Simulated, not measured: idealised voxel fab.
process module | voxel wiring stack
cross-section cut | 240 nm wide | cells 5 nm
A cross-section is a grid of square cells, given in bands from the top down. A band is one or more rows of cells.
Each band's line starts with the height of the band's top and of its bottom, in nm. Then come its materials from left to right, each with its width in nm. One material with "throughout" fills the band from edge to edge. "air" is empty space.
Height 0 is the level under which the wafer as received is all one material. The lowest band goes on downwards, as in "0 down".
A width such as "30 to 40" changes by the same amount from each row of cells to the next, from the band's top row to its bottom row.
"no change" after a step means that no cell of the cross-section changed.
closed voids: empty space of 8 cells or more with no open way to the top, each as width x height at its distance from the left edge, in nm
after a step's settings: what the simulator itself notes on the step
overlay nm, on a step with a mask: how far to the right of its planned place the mask lay; to the left if negative
plan
1 op RECEIVE | material Si
2 op CONFORMAL_DEP | material SiO2 | thk nm 10
3 op DIRECTIONAL_DEP | material TiN | thk nm 5
4 op DIRECTIONAL_DEP | material Ru | thk nm 25
5 op MASKED_ETCH | tone cover | mask id METAL_1 | width nm 20 | pitch nm 50 | etch materials Ru | depth nm 25 | overlay nm 0
6 op MASKED_ETCH | tone cover | mask id METAL_1 | width nm 20 | pitch nm 50 | etch materials TiN | depth nm 5 | overlay nm 0
7 op CONFORMAL_DEP | material SiCN | thk nm 5
8 op FILL_DEP | material lowk | thk nm 10
9 op CMP | height nm 40
10 op CONFORMAL_DEP | material SiCN | thk nm 5
11 op DIRECTIONAL_DEP | material lowk | thk nm 15
12 op DIRECTIONAL_DEP | material aC | thk nm 15
13 op PATTERN | tone open | mask id PLUG_1 | material resist | width nm 15 | pitch nm 50 | thk nm 30 | overlay nm 0
14 op DIRECTIONAL_ETCH | etch materials aC | depth nm 15
15 op STRIP | etch materials resist
16 op DIRECTIONAL_ETCH | etch materials lowk | depth nm 15
17 op DIRECTIONAL_ETCH | etch materials SiCN | depth nm 5
18 op STRIP | etch materials aC
19 op EPI | material Ru | thk nm 10
20 op EPI | material Ru | thk nm 10
21 op CONFORMAL_DEP | material SiN | thk nm 5
22 op DIRECTIONAL_DEP | material SiO2 | thk nm 25
23 op PATTERN | tone open | mask id METAL_2 | material resist | width nm 20 | pitch nm 50 | thk nm 15 | overlay nm 0
24 op DIRECTIONAL_ETCH | etch materials SiO2 | depth nm 25
25 op DIRECTIONAL_ETCH | etch materials SiN | depth nm 5
26 op STRIP | etch materials resist
27 op CONFORMAL_DEP | material TiN | thk nm 5
28 op FILL_DEP | material Ru | thk nm 10
29 op CMP | height nm 90
30 op CONFORMAL_DEP | material SiCN | thk nm 5
31 op DIRECTIONAL_DEP | material lowk | thk nm 30
32 op MASKED_ETCH | tone open | mask id METAL_3 | width nm 20 | pitch nm 50 | etch materials lowk | depth nm 15 | overlay nm 0
33 op PATTERN | tone open | mask id METAL_3_HOLES | material resist | width nm 15 | pitch nm 100 | thk nm 20 | overlay nm 0
34 op DIRECTIONAL_ETCH | etch materials lowk | depth nm 15
35 op DIRECTIONAL_ETCH | etch materials SiCN | depth nm 5
36 op STRIP | etch materials resist
37 op CONFORMAL_DEP | material TiN | thk nm 5
38 op FILL_DEP | material Ru | thk nm 10
39 op CMP | height nm 125
40 op CONFORMAL_DEP | material SiCN | thk nm 5
41 op DIRECTIONAL_DEP | material SiO2 | thk nm 30
42 op DIRECTIONAL_DEP | material aC | thk nm 10
43 op PATTERN | tone open | mask id METAL_4 | material resist | width nm 20 | pitch nm 50 | thk nm 30 | overlay nm 0
44 op DIRECTIONAL_ETCH | etch materials aC | depth nm 10
45 op STRIP | etch materials resist
46 op DIRECTIONAL_ETCH | etch materials SiO2 | depth nm 15
47 op STRIP | etch materials aC
48 op MASKED_ETCH | tone open | mask id METAL_4_HOLES | width nm 15 | pitch nm 100 | etch materials SiO2 | depth nm 15 | overlay nm 0
49 op MASKED_ETCH | tone open | mask id METAL_4_HOLES | width nm 15 | pitch nm 100 | etch materials SiCN | depth nm 5 | overlay nm 0
50 op CONFORMAL_DEP | material TiN | thk nm 5
51 op FILL_DEP | material Cu | thk nm 5
52 op CMP | height nm 160
53 op CONFORMAL_DEP | material SiCN | thk nm 5
as received, after step 1
  0 down: Si throughout
  closed voids: none
first wafer at the end, as planned
  165 to 160: SiCN throughout
  160 to 150: SiO2 60 | TiN 5 | Cu 10 | TiN 5 | SiO2 30 | TiN 5 | Cu 10 | TiN 5 | SiO2 30 | TiN 5 | Cu 10 | TiN 5 | SiO2 60
  150 to 145: SiO2 60 | TiN 5 | Cu 5 | TiN 10 | SiO2 30 | TiN 20 | SiO2 30 | TiN 5 | Cu 5 | TiN 10 | SiO2 60
  145 to 130: SiO2 60 | TiN 5 | Cu 5 | TiN 5 | SiO2 85 | TiN 5 | Cu 5 | TiN 5 | SiO2 65
  130 to 125: SiCN 60 | TiN 15 | SiCN 85 | TiN 15 | SiCN 65
  125 to 115: lowk 60 | TiN 5 | Ru 10 | TiN 5 | lowk 30 | TiN 5 | Ru 10 | TiN 5 | lowk 30 | TiN 5 | Ru 10 | TiN 5 | lowk 60
  115 to 110: lowk 60 | TiN 5 | Ru 5 | TiN 10 | lowk 30 | TiN 20 | lowk 30 | TiN 5 | Ru 5 | TiN 10 | lowk 60
  110 to 95: lowk 60 | TiN 5 | Ru 5 | TiN 5 | lowk 85 | TiN 5 | Ru 5 | TiN 5 | lowk 65
  95 to 90: SiCN 60 | TiN 15 | SiCN 85 | TiN 15 | SiCN 65
  90 to 65: SiO2 60 | TiN 5 | Ru 10 | TiN 5 | SiO2 30 | TiN 5 | Ru 10 | TiN 5 | SiO2 30 | TiN 5 | Ru 10 | TiN 5 | SiO2 60
  65 to 60: SiN 60 | TiN 20 | SiN 30 | TiN 20 | SiN 30 | TiN 20 | SiN 60
  60 to 45: lowk 60 | Ru 15 | lowk 35 | Ru 15 | lowk 35 | Ru 15 | lowk 65
  45 to 40: SiCN 60 | Ru 15 | SiCN 35 | Ru 15 | SiCN 35 | Ru 15 | SiCN 65
  40 to 15: lowk 55 | SiCN 5 | Ru 20 | SiCN 5 | lowk 20 | SiCN 5 | Ru 20 | SiCN 5 | lowk 20 | SiCN 5 | Ru 20 | SiCN 5 | lowk 55
  15 to 10: SiCN 60 | TiN 20 | SiCN 30 | TiN 20 | SiCN 30 | TiN 20 | SiCN 60
  10 to 0: SiO2 throughout
  0 down: Si throughout
  closed voids: none
second wafer at the end: like start, like plan, one mistake
  165 to 160: SiCN throughout
  160 to 150: SiO2 50 | TiN 5 | Cu 15 | TiN 5 | SiO2 25 | TiN 5 | Cu 10 | TiN 5 | SiO2 30 | TiN 5 | Cu 15 | TiN 5 | SiO2 65
  150 to 145: SiO2 50 | TiN 25 | SiO2 25 | TiN 20 | SiO2 30 | TiN 25 | SiO2 65
  145 to 130: SiO2 60 | TiN 10 | SiO2 90 | TiN 10 | SiO2 70
  130 to 125: SiCN 60 | TiN 10 | SiCN 90 | TiN 10 | SiCN 70
  125 to 115: lowk 60 | TiN 5 | Ru 10 | TiN 5 | lowk 30 | TiN 5 | Ru 10 | TiN 5 | lowk 30 | TiN 5 | Ru 10 | TiN 5 | lowk 60
  115 to 110: lowk 60 | TiN 5 | Ru 5 | TiN 10 | lowk 30 | TiN 20 | lowk 30 | TiN 5 | Ru 5 | TiN 10 | lowk 60
  110 to 95: lowk 60 | TiN 5 | Ru 5 | TiN 5 | lowk 85 | TiN 5 | Ru 5 | TiN 5 | lowk 65
  95 to 90: SiCN 60 | TiN 15 | SiCN 85 | TiN 15 | SiCN 65
  90 to 65: SiO2 60 | TiN 5 | Ru 10 | TiN 5 | SiO2 30 | TiN 5 | Ru 10 | TiN 5 | SiO2 30 | TiN 5 | Ru 10 | TiN 5 | SiO2 60
  65 to 60: SiN 60 | TiN 20 | SiN 30 | TiN 20 | SiN 30 | TiN 20 | SiN 60
  60 to 45: lowk 60 | Ru 15 | lowk 35 | Ru 15 | lowk 35 | Ru 15 | lowk 65
  45 to 40: SiCN 60 | Ru 15 | SiCN 35 | Ru 15 | SiCN 35 | Ru 15 | SiCN 65
  40 to 15: lowk 55 | SiCN 5 | Ru 20 | SiCN 5 | lowk 20 | SiCN 5 | Ru 20 | SiCN 5 | lowk 20 | SiCN 5 | Ru 20 | SiCN 5 | lowk 55
  15 to 10: SiCN 60 | TiN 20 | SiCN 30 | TiN 20 | SiCN 30 | TiN 20 | SiCN 60
  10 to 0: SiO2 throughout
  0 down: Si throughout
  closed voids: none
what went wrong: step 43 ran as: op PATTERN | tone open | mask id METAL_4 | material resist | width nm 20 | pitch nm 50 | thk nm 30 | overlay nm -10
at the end the second wafer has, in cells: 4 fewer of Cu | 2 more of SiCN | 2 more of TiN
